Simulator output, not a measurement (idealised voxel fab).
The following process module bears the name voxel capacitor over wiring.
For reference, the cross-section in this document is cut, with width 240 nm and square cells of 5 nm.
Notation: cross-section as square-cell grid; stated in bands, top first, going down; one or more cell rows per band. The entry gives the band's vertical extent as a top height and a bottom height in nm, then its horizontal make-up as materials from left to right, each with a width in nm. "blank" stands for empty space; a single material marked "all across" fills the band edge to edge. Note: height 0 marks the level under which the wafer is uniformly one material as received. Lowest band unbounded below, written "0 -> down". It should be noted that a width expressed as "30..40" varies in equal increments from row to row of cells within the band, taking the value of the first number at the top row and that of the second number at the bottom row. Key: "remained unchanged" - step with no changed cell in the cross-section. For the entry "Closed void listing", the listed items are empty spaces with no open way to the top whose size is 8 cells or more; each item follows the pattern width x height at distance, where distance is from the left edge and all three are in nm. Heads up: the bit after the settings on a step's line is the simulator's remark on that step. A step's line can hold "overlay nm"; with a mask on that step, the setting says how far right of the planned place the mask lay, while a negative setting says it lay to the left.
Process steps - plan:
1 RECEIVE (material Si)
2 CONFORMAL_DEP (material SiO2; thk nm 15)
3 DIRECTIONAL_DEP (material TiN; thk nm 5)
4 DIRECTIONAL_DEP (material Ru; thk nm 15)
5 DIRECTIONAL_DEP (material aC; thk nm 10)
6 PATTERN (tone cover; mask id METAL_1; material resist; width nm 25; pitch nm 75; thk nm 25; overlay nm 0)
7 DIRECTIONAL_ETCH (etch materials aC; depth nm 10)
8 STRIP (etch materials resist)
9 DIRECTIONAL_ETCH (etch materials Ru; depth nm 15)
10 DIRECTIONAL_ETCH (etch materials TiN; depth nm 5)
11 STRIP (etch materials aC)
12 FILL_DEP (material SiO2; thk nm 10)
13 CMP (height nm 35)
14 CONFORMAL_DEP (material SiCN; thk nm 5)
15 DIRECTIONAL_DEP (material SiO2; thk nm 20)
16 MASKED_ETCH (tone open; mask id PLUG_1; width nm 15; etch materials SiO2; depth nm 20; overlay nm 0)
17 MASKED_ETCH (tone open; mask id PLUG_1; width nm 15; etch materials SiCN; depth nm 5; overlay nm 0)
18 EPI (material Ru; thk nm 10)
19 EPI (material Ru; thk nm 10)
20 EPI (material Ru; thk nm 5)
21 DIRECTIONAL_DEP (material TiN; thk nm 10)
22 DIRECTIONAL_DEP (material SiN; thk nm 5)
23 DIRECTIONAL_DEP (material TiN; thk nm 10)
24 DIRECTIONAL_DEP (material aC; thk nm 15)
25 PATTERN (tone cover; mask id UPPER_PLATE; material resist; width nm 55; thk nm 30; overlay nm 0)
26 DIRECTIONAL_ETCH (etch materials aC; depth nm 15)
27 STRIP (etch materials resist)
28 DIRECTIONAL_ETCH (etch materials TiN; depth nm 10)
29 DIRECTIONAL_ETCH (etch materials SiN; depth nm 5)
30 STRIP (etch materials aC)
31 DIRECTIONAL_DEP (material aC; thk nm 15)
32 PATTERN (tone cover; mask id LOWER_PLATE; material resist; width nm 65; thk nm 30; overlay nm 0)
33 DIRECTIONAL_ETCH (etch materials aC; depth nm 15)
34 STRIP (etch materials resist)
35 DIRECTIONAL_ETCH (etch materials TiN; depth nm 10)
36 STRIP (etch materials aC)
37 FILL_DEP (material SiO2; thk nm 15)
38 CMP (height nm 95)
39 DIRECTIONAL_DEP (material aC; thk nm 10)
40 PATTERN (tone open; mask id PLUG_2; material resist; width nm 15; thk nm 30; overlay nm 0)
41 DIRECTIONAL_ETCH (etch materials aC; depth nm 10)
42 STRIP (etch materials resist)
43 DIRECTIONAL_ETCH (etch materials SiO2; depth nm 10)
44 STRIP (etch materials aC)
45 CONFORMAL_DEP (material TiN; thk nm 5)
46 FILL_DEP (material Cu; thk nm 5)
47 CMP (height nm 95)
48 CONFORMAL_DEP (material SiN; thk nm 5)
First of two wafers, processed according to plan:
Wafer cross-section on receipt, i.e. after step 1:
  0 -> down = Si all across
  Closed void listing: none
You're looking at a cross-section of the wafer after step 2:
  15 -> 0 = SiO2 all across
  Note: structure below 0 unchanged.
You're looking at a cross-section of the wafer after step 3:
  20 -> 15 = TiN all across
  Note: structure below 15 unchanged.
You're looking at a cross-section of the wafer after step 4:
  35 -> 20 = Ru all across
  Note: structure below 20 unchanged.
You're looking at a cross-section of the wafer after step 5:
  45 -> 35 = aC all across
  Note: structure below 35 unchanged.
You're looking at a cross-section of the wafer after step 6:
  70 -> 45 = blank=70; resist=25; blank=50; resist=25; blank=70
  Note: structure below 45 unchanged.
You're looking at a cross-section of the wafer after step 7:
  60 -> 45 = blank=70; resist=25; blank=50; resist=25; blank=70
  45 -> 35 = blank=70; aC=25; blank=50; aC=25; blank=70
  Note: structure below 35 unchanged.
You're looking at a cross-section of the wafer after step 8:
  45 -> 35 = blank=70; aC=25; blank=50; aC=25; blank=70
  Note: structure below 35 unchanged.
You're looking at a cross-section of the wafer after step 9:
  45 -> 35 = blank=70; aC=25; blank=50; aC=25; blank=70
  35 -> 20 = blank=70; Ru=25; blank=50; Ru=25; blank=70
  Note: structure below 20 unchanged.
You're looking at a cross-section of the wafer after step 10:
  45 -> 35 = blank=70; aC=25; blank=50; aC=25; blank=70
  35 -> 20 = blank=70; Ru=25; blank=50; Ru=25; blank=70
  20 -> 15 = blank=70; TiN=25; blank=50; TiN=25; blank=70
  Note: structure below 15 unchanged.
You're looking at a cross-section of the wafer after step 11:
  35 -> 20 = blank=70; Ru=25; blank=50; Ru=25; blank=70
  Note: structure below 20 unchanged.
You're looking at a cross-section of the wafer after step 12:
  45 -> 35 = SiO2 all across
  35 -> 20 = SiO2=70; Ru=25; SiO2=50; Ru=25; SiO2=70
  20 -> 15 = SiO2=70; TiN=25; SiO2=50; TiN=25; SiO2=70
  Note: structure below 15 unchanged.
You're looking at a cross-section of the wafer after step 13:
  35 -> 20 = SiO2=70; Ru=25; SiO2=50; Ru=25; SiO2=70
  Note: structure below 20 unchanged.
You're looking at a cross-section of the wafer after step 14:
  40 -> 35 = SiCN all across
  Note: structure below 35 unchanged.
You're looking at a cross-section of the wafer after step 15:
  60 -> 40 = SiO2 all across
  Note: structure below 40 unchanged.
You're looking at a cross-section of the wafer after step 16:
  60 -> 40 = SiO2=80; blank=15; SiO2=145
  Note: structure below 40 unchanged.
You're looking at a cross-section of the wafer after step 17:
  60 -> 40 = SiO2=80; blank=15; SiO2=145
  40 -> 35 = SiCN=80; blank=15; SiCN=145
  Note: structure below 35 unchanged.
You're looking at a cross-section of the wafer after step 18:
  60 -> 45 = SiO2=80; blank=15; SiO2=145
  45 -> 40 = SiO2=80; Ru=15; SiO2=145
  40 -> 35 = SiCN=80; Ru=15; SiCN=145
  Note: structure below 35 unchanged.
You're looking at a cross-section of the wafer after step 19:
  60 -> 55 = SiO2=80; blank=15; SiO2=145
  55 -> 40 = SiO2=80; Ru=15; SiO2=145
  Note: structure below 40 unchanged.
You're looking at a cross-section of the wafer after step 20:
  60 -> 40 = SiO2=80; Ru=15; SiO2=145
  Note: structure below 40 unchanged.
You're looking at a cross-section of the wafer after step 21:
  70 -> 60 = TiN all across
  Note: structure below 60 unchanged.
You're looking at a cross-section of the wafer after step 22:
  75 -> 70 = SiN all across
  Note: structure below 70 unchanged.
You're looking at a cross-section of the wafer after step 23:
  85 -> 75 = TiN all across
  Note: structure below 75 unchanged.
You're looking at a cross-section of the wafer after step 24:
  100 -> 85 = aC all across
  Note: structure below 85 unchanged.
You're looking at a cross-section of the wafer after step 25:
  130 -> 100 = blank=80; resist=55; blank=105
  Note: structure below 100 unchanged.
You're looking at a cross-section of the wafer after step 26:
  115 -> 100 = blank=80; resist=55; blank=105
  100 -> 85 = blank=80; aC=55; blank=105
  Note: structure below 85 unchanged.
You're looking at a cross-section of the wafer after step 27:
  100 -> 85 = blank=80; aC=55; blank=105
  Note: structure below 85 unchanged.
You're looking at a cross-section of the wafer after step 28:
  100 -> 85 = blank=80; aC=55; blank=105
  85 -> 75 = blank=80; TiN=55; blank=105
  Note: structure below 75 unchanged.
You're looking at a cross-section of the wafer after step 29:
  100 -> 85 = blank=80; aC=55; blank=105
  85 -> 75 = blank=80; TiN=55; blank=105
  75 -> 70 = blank=80; SiN=55; blank=105
  Note: structure below 70 unchanged.
You're looking at a cross-section of the wafer after step 30:
  85 -> 75 = blank=80; TiN=55; blank=105
  Note: structure below 75 unchanged.
You're looking at a cross-section of the wafer after step 31:
  100 -> 85 = blank=80; aC=55; blank=105
  85 -> 75 = aC=80; TiN=55; aC=105
  75 -> 70 = aC=80; SiN=55; aC=105
  Note: structure below 70 unchanged.
You're looking at a cross-section of the wafer after step 32:
  130 -> 100 = blank=75; resist=65; blank=100
  100 -> 85 = blank=75; resist=5; aC=55; resist=5; blank=100
  Note: structure below 85 unchanged.
You're looking at a cross-section of the wafer after step 33:
  115 -> 100 = blank=75; resist=65; blank=100
  100 -> 85 = blank=75; resist=5; aC=55; resist=5; blank=100
  85 -> 75 = blank=75; aC=5; TiN=55; aC=5; blank=100
  75 -> 70 = blank=75; aC=5; SiN=55; aC=5; blank=100
  Note: structure below 70 unchanged.
You're looking at a cross-section of the wafer after step 34:
  100 -> 85 = blank=80; aC=55; blank=105
  Note: structure below 85 unchanged.
You're looking at a cross-section of the wafer after step 35:
  100 -> 85 = blank=80; aC=55; blank=105
  85 -> 75 = blank=75; aC=5; TiN=55; aC=5; blank=100
  75 -> 70 = blank=75; aC=5; SiN=55; aC=5; blank=100
  70 -> 60 = blank=75; TiN=65; blank=100
  Note: structure below 60 unchanged.
You're looking at a cross-section of the wafer after step 36:
  85 -> 75 = blank=80; TiN=55; blank=105
  75 -> 70 = blank=80; SiN=55; blank=105
  Note: structure below 70 unchanged.
You're looking at a cross-section of the wafer after step 37:
  100 -> 85 = SiO2 all across
  85 -> 75 = SiO2=80; TiN=55; SiO2=105
  75 -> 70 = SiO2=80; SiN=55; SiO2=105
  70 -> 60 = SiO2=75; TiN=65; SiO2=100
  Note: structure below 60 unchanged.
You're looking at a cross-section of the wafer after step 38:
  95 -> 85 = SiO2 all across
  Note: structure below 85 unchanged.
You're looking at a cross-section of the wafer after step 39:
  105 -> 95 = aC all across
  Note: structure below 95 unchanged.
You're looking at a cross-section of the wafer after step 40:
  135 -> 105 = resist=90; blank=15; resist=135
  Note: structure below 105 unchanged.
You're looking at a cross-section of the wafer after step 41:
  125 -> 105 = resist=90; blank=15; resist=135
  105 -> 95 = aC=90; blank=15; aC=135
  Note: structure below 95 unchanged.
You're looking at a cross-section of the wafer after step 42:
  105 -> 95 = aC=90; blank=15; aC=135
  Note: structure below 95 unchanged.
You're looking at a cross-section of the wafer after step 43:
  105 -> 95 = aC=90; blank=15; aC=135
  95 -> 85 = SiO2=90; blank=15; SiO2=135
  Note: structure below 85 unchanged.
You're looking at a cross-section of the wafer after step 44:
  95 -> 85 = SiO2=90; blank=15; SiO2=135
  Note: structure below 85 unchanged.
You're looking at a cross-section of the wafer after step 45:
  100 -> 95 = TiN=95; blank=5; TiN=140
  95 -> 90 = SiO2=90; TiN=5; blank=5; TiN=5; SiO2=135
  90 -> 85 = SiO2=90; TiN=15; SiO2=135
  Note: structure below 85 unchanged.
You're looking at a cross-section of the wafer after step 46:
  105 -> 100 = Cu all across
  100 -> 95 = TiN=95; Cu=5; TiN=140
  95 -> 90 = SiO2=90; TiN=5; Cu=5; TiN=5; SiO2=135
  Note: structure below 90 unchanged.
You're looking at a cross-section of the wafer after step 47:
  95 -> 90 = SiO2=90; TiN=5; Cu=5; TiN=5; SiO2=135
  Note: structure below 90 unchanged.
You're looking at a cross-section of the wafer after step 48:
  100 -> 95 = SiN all across
  Note: structure below 95 unchanged.
Here the second wafer is described. Its start and its plan were those of the first wafer. Its run contained one mistake. Up to and including step 24, it did exactly what the first wafer did:
Second wafer: cross-section at the scheduled end of step 25:
  130 -> 100 = blank=90; resist=55; blank=95
  Note: structure below 100 unchanged.
Second wafer: cross-section at the scheduled end of step 26:
  115 -> 100 = blank=90; resist=55; blank=95
  100 -> 85 = blank=90; aC=55; blank=95
  Note: structure below 85 unchanged.
Second wafer: cross-section at the scheduled end of step 27:
  100 -> 85 = blank=90; aC=55; blank=95
  Note: structure below 85 unchanged.
Second wafer: cross-section at the scheduled end of step 28:
  100 -> 85 = blank=90; aC=55; blank=95
  85 -> 75 = blank=90; TiN=55; blank=95
  Note: structure below 75 unchanged.
Second wafer: cross-section at the scheduled end of step 29:
  100 -> 85 = blank=90; aC=55; blank=95
  85 -> 75 = blank=90; TiN=55; blank=95
  75 -> 70 = blank=90; SiN=55; blank=95
  Note: structure below 70 unchanged.
Second wafer: cross-section at the scheduled end of step 30:
  85 -> 75 = blank=90; TiN=55; blank=95
  Note: structure below 75 unchanged.
Second wafer: cross-section at the scheduled end of step 31:
  100 -> 85 = blank=90; aC=55; blank=95
  85 -> 75 = aC=90; TiN=55; aC=95
  75 -> 70 = aC=90; SiN=55; aC=95
  Note: structure below 70 unchanged.
Second wafer: cross-section at the scheduled end of step 32:
  130 -> 100 = blank=75; resist=65; blank=100
  100 -> 85 = blank=75; resist=15; aC=55; blank=95
  Note: structure below 85 unchanged.
Second wafer: cross-section at the scheduled end of step 33:
  115 -> 100 = blank=75; resist=65; blank=100
  100 -> 85 = blank=75; resist=15; aC=50; blank=100
  85 -> 75 = blank=75; aC=15; TiN=55; blank=95
  75 -> 70 = blank=75; aC=15; SiN=55; blank=95
  Note: structure below 70 unchanged.
Second wafer: cross-section at the scheduled end of step 34:
  100 -> 85 = blank=90; aC=50; blank=100
  Note: structure below 85 unchanged.
Second wafer: cross-section at the scheduled end of step 35:
  100 -> 85 = blank=90; aC=50; blank=100
  85 -> 75 = blank=75; aC=15; TiN=50; blank=100
  75 -> 70 = blank=75; aC=15; SiN=55; blank=95
  70 -> 60 = blank=75; TiN=70; blank=95
  Note: structure below 60 unchanged.
Second wafer: cross-section at the scheduled end of step 36:
  85 -> 75 = blank=90; TiN=50; blank=100
  75 -> 70 = blank=90; SiN=55; blank=95
  Note: structure below 70 unchanged.
Second wafer: cross-section at the scheduled end of step 37:
  100 -> 85 = SiO2 all across
  85 -> 75 = SiO2=90; TiN=50; SiO2=100
  75 -> 70 = SiO2=90; SiN=55; SiO2=95
  70 -> 60 = SiO2=75; TiN=70; SiO2=95
  Note: structure below 60 unchanged.
Second wafer: cross-section at the scheduled end of step 38:
  95 -> 85 = SiO2 all across
  Note: structure below 85 unchanged.
Second wafer: cross-section at the scheduled end of step 39:
  105 -> 95 = aC all across
  Note: structure below 95 unchanged.
Second wafer: cross-section at the scheduled end of step 40:
  135 -> 105 = resist=90; blank=15; resist=135
  Note: structure below 105 unchanged.
Second wafer: cross-section at the scheduled end of step 41:
  125 -> 105 = resist=90; blank=15; resist=135
  105 -> 95 = aC=90; blank=15; aC=135
  Note: structure below 95 unchanged.
Second wafer: cross-section at the scheduled end of step 42:
  105 -> 95 = aC=90; blank=15; aC=135
  Note: structure below 95 unchanged.
Second wafer: cross-section at the scheduled end of step 43:
  105 -> 95 = aC=90; blank=15; aC=135
  95 -> 85 = SiO2=90; blank=15; SiO2=135
  Note: structure below 85 unchanged.
Second wafer: cross-section at the scheduled end of step 44:
  95 -> 85 = SiO2=90; blank=15; SiO2=135
  Note: structure below 85 unchanged.
Second wafer: cross-section at the scheduled end of step 45:
  100 -> 95 = TiN=95; blank=5; TiN=140
  95 -> 90 = SiO2=90; TiN=5; blank=5; TiN=5; SiO2=135
  90 -> 85 = SiO2=90; TiN=15; SiO2=135
  Note: structure below 85 unchanged.
Second wafer: cross-section at the scheduled end of step 46:
  105 -> 100 = Cu all across
  100 -> 95 = TiN=95; Cu=5; TiN=140
  95 -> 90 = SiO2=90; TiN=5; Cu=5; TiN=5; SiO2=135
  Note: structure below 90 unchanged.
Second wafer: cross-section at the scheduled end of step 47:
  95 -> 90 = SiO2=90; TiN=5; Cu=5; TiN=5; SiO2=135
  Note: structure below 90 unchanged.
Second wafer: cross-section at the scheduled end of step 48:
  100 -> 95 = SiN all across
  Note: structure below 95 unchanged.
What was the processing mistake? rather than as planned, step 25 actually ran as PATTERN (tone cover; mask id UPPER_PLATE; material resist; width nm 55; thk nm 30; overlay nm 10)
End check, second vs first wafer: material counts in cells match, positions do not.
